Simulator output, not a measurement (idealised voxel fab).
The process module that follows is named voxel spacer lines.
Pictured: cross-section cut, 275 nm wide, on a grid of 5 nm square cells.
Bands, listed from the top down, are how a cross-section gets written in this document; the cross-section itself is a grid of square cells, and a band is one or more rows of them. Per band: top height and bottom height in nm, followed by the left-to-right materials and their widths in nm; "throughout" marks a single material spanning edge to edge, "blank" marks empty space. All heights in this document are referenced to 0, defined as the level beneath which the wafer, as received, consists entirely of one material. The lowest band is not bounded below; it extends indefinitely downward and is written in the form "0 down". When a width is written as two numbers, as in "30 to 40", the first number is the width in the top row of cells of the band and the second is the width in its bottom row, and the width changes by the same amount from each row to the next. What does "no alterations made" mean for a step? It means no cell of the cross-section changed in that step. In the "Internal closed voids" entry, you get each enclosed empty space of 8 cells or more, one with no open way to the top, written width x height at distance, distance from the left edge, in nm. Step line, after settings: the simulator's comment on this step. The setting "overlay nm" may be written on the line of a step. When the step uses a mask, the value reports how far to the right of the planned place the mask lay, and a negative value reports that it lay to the left.
### The planned process steps are enumerated hereunder
| 1 | RECEIVE (material Si) |
| 2 | CONFORMAL_DEP (material Al2O3; thk nm 5) |
| 3 | DIRECTIONAL_DEP (material polySi; thk nm 15) |
| 4 | DIRECTIONAL_DEP (material aC; thk nm 20) |
| 5 | PATTERN (tone cover; mask id MANDREL; material resist; width nm 15; pitch nm 50; thk nm 25; overlay nm -15) |
| 6 | DIRECTIONAL_ETCH (etch materials aC; depth nm 20) |
| 7 | STRIP (etch materials resist) |
| 8 | CONFORMAL_DEP (material SiO2; thk nm 10) |
| 9 | DIRECTIONAL_ETCH (etch materials SiO2; depth nm 10) |
| 10 | STRIP (etch materials aC) |
| 11 | DIRECTIONAL_ETCH (etch materials polySi; depth nm 15) |
| 12 | STRIP (etch materials SiO2) |
Among the wafers covered here, the point of difference is the overlay nm at step 5; their starting state is shared, and the plan presents the value of the first wafer.
### Cross-section: the first of several wafers in its as-received state, i.e. following step 1
0 down  Si throughout
Internal closed voids: none
### After the module's final step, step 12: the first of several wafers in cross-section
20 to 5  80 blank, 10 polySi, 15 blank, 10 polySi, 15 blank, 10 polySi, 15 blank, 10 polySi, 110 blank
5 to 0  Al2O3 throughout
0 down  Si throughout
Internal closed voids: none
### At the end of the module, the last of several wafers in cross-section
20 to 5  110 blank, 10 polySi, 15 blank, 10 polySi, 15 blank, 10 polySi, 15 blank, 10 polySi, 80 blank
5 to 0  Al2O3 throughout
0 down  Si throughout
Internal closed voids: none
### Take any row and you have a wafer at the end of the module: how many cells of each material it has gained (+) or lost (-) since it was received, and then its closed voids
overlay nm -15; +55 Al2O3; +24 polySi; Internal closed voids: none
overlay nm -10; +55 Al2O3; +24 polySi; Internal closed voids: none
overlay nm -5; +55 Al2O3; +24 polySi; Internal closed voids: none
overlay nm 0; +55 Al2O3; +24 polySi; Internal closed voids: none
overlay nm 5; +55 Al2O3; +24 polySi; Internal closed voids: none
overlay nm 10; +55 Al2O3; +24 polySi; Internal closed voids: none
overlay nm 15; +55 Al2O3; +24 polySi; Internal closed voids: none
